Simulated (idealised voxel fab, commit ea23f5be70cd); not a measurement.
Process module, titled voxel air gaps
cross-section cut | 205 nm wide | cells 5 nm
When this document writes out a cross-section, it uses a grid of square cells and lists it as bands, beginning at the top and moving down, with a band standing for one or more rows of cells.
The band entry comprises the height of the band's top followed by the height of its bottom, expressed in nm, and subsequently the band's materials from left to right, each stated together with its width in nm. Where a single material is marked with the word "full width", that material fills the band from edge to edge. The word "empty" represents empty space.
It should be noted that heights are counted from 0, beneath which the wafer as supplied is of one material throughout, and that the lowest band possesses no lower boundary but continues downward, as written in "0..down".
Width "30 to 40": first value at the band's top row of cells, second value at its bottom row, equal change from row to row.
"remained the same" (step): cross-section cells unchanged, all of them.
"Enclosed void catalog" means: voids of 8 cells or more that are shut off from the top with no open way through. Written width x height at distance, distance from the left edge, in nm.
Formally, on a step line, whatever follows the settings is a remark that the simulator itself makes on the step.
The setting "overlay nm" may be written on the line of a step. When the step uses a mask, the value reports how far to the right of the planned place the mask lay, and a negative value reports that it lay to the left.
For the reader: what remains of this document is a series of pairs, each showing a cross-section before one process step and a cross-section after that step which reaches down only to the lowest band that changed, with the step between them and its settings set out under the pair. It should not be assumed that a pair continues from the pair above it; the pairs can come from different runs of this module on the same starting wafer, and such continuity exists only where the entry headed "Pre-step" says so.
Pre-step:
60..50  Ru (45) | empty (5) | Ru (50) | empty (5) | Ru (50) | empty (5) | Ru (45)
50..20  Ru (30) | TiN (5) | empty (25) | TiN (5) | Ru (20) | TiN (5) | empty (25) | TiN (5) | Ru (20) | TiN (5) | empty (25) | TiN (5) | Ru (30)
20..15  TiN (35) | empty (25) | TiN (30) | empty (25) | TiN (30) | empty (25) | TiN (35)
15..10  SiN full width
10..0  SiO2 full width
0..down  Si full width
Enclosed void catalog: none
Step Outcome:
65..60  SiCN full width
60..50  Ru (45) | SiCN (5) | Ru (50) | SiCN (5) | Ru (50) | SiCN (5) | Ru (45)
50..45  Ru (30) | TiN (5) | SiCN (25) | TiN (5) | Ru (20) | TiN (5) | SiCN (25) | TiN (5) | Ru (20) | TiN (5) | SiCN (25) | TiN (5) | Ru (30)
45..20  Ru (30) | TiN (5) | SiCN (5) | empty (15) | SiCN (5) | TiN (5) | Ru (20) | TiN (5) | SiCN (5) | empty (15) | SiCN (5) | TiN (5) | Ru (20) | TiN (5) | SiCN (5) | empty (15) | SiCN (5) | TiN (5) | Ru (30)
20..15  TiN (35) | SiCN (25) | TiN (30) | SiCN (25) | TiN (30) | SiCN (25) | TiN (35)
All layers under 15 are left as they were.
Enclosed void catalog: 15 x 25 at 40; 15 x 25 at 95; 15 x 25 at 150
Step linking the sections shown: CONFORMAL_DEP, material SiCN, thk nm 5
